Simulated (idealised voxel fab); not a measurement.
process module | voxel trench capacitor
The cross-section shown here is cut; it is 290 nm wide and divided into square cells measuring 5 nm on a side.
Cross-section = grid of square cells, listed top down in bands; band = one or more rows.
Each band's line starts with the height of the band's top and of its bottom, in nm. Then come its materials from left to right, each with its width in nm. One material with "all across" fills the band from edge to edge. "empty" is empty space.
For the purposes of this specification, 0 denotes the height below which the wafer in its as-received condition is composed wholly of one material, and the lowermost band, lacking a lower limit, extends downward without end, as expressed in "0 down".
So if you see something like "30->40" for the width, read it as the top row of the band sitting at the first number and the bottom row at the second, with every row in between moving by the same amount as the last.
"no alteration" -> step changed no cross-section cell.
In "Enclosed empty spaces" the enclosed voids are listed, meaning empty spaces of 8 cells or larger without any opening to the top. The form is width x height at distance, distance from the left edge, units nm.
Text after the settings on a step's line: the simulator's own remark on that step.
On any step carrying a mask, the "overlay nm" setting, if present on the step's line, tells how far right of its planned place the mask lay; negative values point to the left.
Below is the list of planned process steps
1,RECEIVE, material Si
2,CONFORMAL_DEP, material SiN, thk nm 10
3,DIRECTIONAL_DEP, material aC, thk nm 15
4,PATTERN, tone open, mask id TRENCH, material resist, width nm 25, pitch nm 50, thk nm 30, overlay nm 0
5,DIRECTIONAL_ETCH, etch materials aC, depth nm 15
6,STRIP, etch materials resist
7,DIRECTIONAL_ETCH, etch materials SiN, depth nm 10
8,DIRECTIONAL_ETCH, etch materials Si, depth nm 40
9,STRIP, etch materials aC
10,CONFORMAL_DEP, material HfO2, thk nm 5
11,CONFORMAL_DEP, material TiN, thk nm 5
12,FILL_DEP, material W, thk nm 5
13,CMP, height nm 10
As-received wafer cross-section (after step 1)
0 down: Si all across
Enclosed empty spaces: none
Final cross-section, module run with one mistake (start and plan as above)
10 to 0: 60 nm SiN; 5 nm TiN; 5 nm W; 5 nm TiN; 35 nm SiN; 5 nm TiN; 5 nm W; 5 nm TiN; 35 nm SiN; 5 nm TiN; 5 nm W; 5 nm TiN; 35 nm SiN; 5 nm TiN; 5 nm W; 5 nm TiN; 65 nm SiN
0 to -30: 55 nm Si; 5 nm SiN; 5 nm TiN; 5 nm W; 5 nm TiN; 5 nm SiN; 25 nm Si; 5 nm SiN; 5 nm TiN; 5 nm W; 5 nm TiN; 5 nm SiN; 25 nm Si; 5 nm SiN; 5 nm TiN; 5 nm W; 5 nm TiN; 5 nm SiN; 25 nm Si; 5 nm SiN; 5 nm TiN; 5 nm W; 5 nm TiN; 5 nm SiN; 60 nm Si
-30 to -35: 55 nm Si; 5 nm SiN; 15 nm TiN; 5 nm SiN; 25 nm Si; 5 nm SiN; 15 nm TiN; 5 nm SiN; 25 nm Si; 5 nm SiN; 15 nm TiN; 5 nm SiN; 25 nm Si; 5 nm SiN; 15 nm TiN; 5 nm SiN; 60 nm Si
-35 to -40: 55 nm Si; 25 nm SiN; 25 nm Si; 25 nm SiN; 25 nm Si; 25 nm SiN; 25 nm Si; 25 nm SiN; 60 nm Si
-40 down: Si all across
Enclosed empty spaces: none
Against the plan, the run slipped here: step 10: run off-plan, actual operation and settings CONFORMAL_DEP, material SiN, thk nm 5
